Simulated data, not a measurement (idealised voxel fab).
Proc. module: voxel self aligned vias
FYI the section here is cut, 295 nm wide, cells are 5 nm squares.
Cross-section spec: square-cell grid; bands listed top down; each band is one or more rows.
Heights first: top, then bottom, in nm. Then materials, left to right, each with a width in nm. "all across" on a single material: fills the band edge to edge. "air": empty space.
Heights from 0 (as-received wafer is one material below). Bottom band endless downward, as "0 nm and below".
Graded width ("30 to 40"): value in top row of band = first number; value in bottom row = second number; row-to-row change constant.
For the purposes of this document, the phrase "changes: none" attached to a step denotes that no cell within the cross-section was modified by that step.
Basically, "Closed void entries" tells you about the enclosed voids: empty spaces with no open way to the top, 8 cells or bigger, each written width x height at distance, where distance is from the left edge, all in nm.
Post-settings text on a step line: simulator's own remark regarding the step.
overlay nm: where the mask lay relative to plan, measured to the right, on steps with a mask; negatives go left.

### Planned step list for the process
1: RECEIVE | material Si
2: CONFORMAL_DEP | material SiO2 | thk nm 10
3: CONFORMAL_DEP | material SiCN | thk nm 5
4: DIRECTIONAL_DEP | material SiO2 | thk nm 30
5: MASKED_ETCH | tone open | mask id LINES | width nm 25 | pitch nm 65 | etch materials SiO2 | depth nm 30 | overlay nm 0
6: CONFORMAL_DEP | material TiN | thk nm 5
7: FILL_DEP | material W | thk nm 10
8: CMP | height nm 45
9: SELECTIVE_ETCH | etch materials W Ru TiN | depth nm 10
10: FILL_DEP | material SiN | thk nm 5
11: CMP | height nm 45
12: DIRECTIONAL_DEP | material SiO2 | thk nm 15
13: PATTERN | tone open | mask id VIAS | material resist | width nm 35 | pitch nm 130 | thk nm 15 | overlay nm 0
14: DIRECTIONAL_ETCH | etch materials SiO2 | depth nm 15
15: DIRECTIONAL_ETCH | etch materials SiN | depth nm 10
16: STRIP | etch materials resist
17: CONFORMAL_DEP | material TiN | thk nm 5
18: FILL_DEP | material Ru | thk nm 10
19: CMP | height nm 60
20: CONFORMAL_DEP | material SiCN | thk nm 5

### Received-state cross-section, reflecting completion of step 1
- 0 nm and below | Si all across
- Closed void entries: none

### Figure: cross-sectional view of the wafer upon completion of the module, processed from the initial state and according to the plan depicted above, with one error introduced during execution
- 65 nm to 60 nm | SiCN all across
- 60 nm to 50 nm | 65 SiO2; 5 TiN; 25 Ru; 5 TiN; 95 SiO2; 5 TiN; 25 Ru; 5 TiN; 65 SiO2
- 50 nm to 45 nm | 65 SiO2; 10 TiN; 15 Ru; 10 TiN; 95 SiO2; 10 TiN; 15 Ru; 10 TiN; 65 SiO2
- 45 nm to 40 nm | 70 SiO2; 5 TiN; 15 Ru; 5 TiN; 40 SiO2; 25 SiN; 40 SiO2; 5 TiN; 15 Ru; 5 TiN; 70 SiO2
- 40 nm to 35 nm | 70 SiO2; 25 TiN; 40 SiO2; 25 SiN; 40 SiO2; 25 TiN; 70 SiO2
- 35 nm to 20 nm | 70 SiO2; 5 SiN; 15 W; 5 SiN; 40 SiO2; 5 SiN; 15 W; 5 SiN; 40 SiO2; 5 SiN; 15 W; 5 SiN; 70 SiO2
- 20 nm to 15 nm | 70 SiO2; 25 SiN; 40 SiO2; 25 SiN; 40 SiO2; 25 SiN; 70 SiO2
- 15 nm to 10 nm | SiCN all across
- 10 nm to 0 nm | SiO2 all across
- 0 nm and below | Si all across
- Closed void entries: none
What broke from the plan during processing? step 6 did not happen as planned, as run it was CONFORMAL_DEP | material SiN | thk nm 5
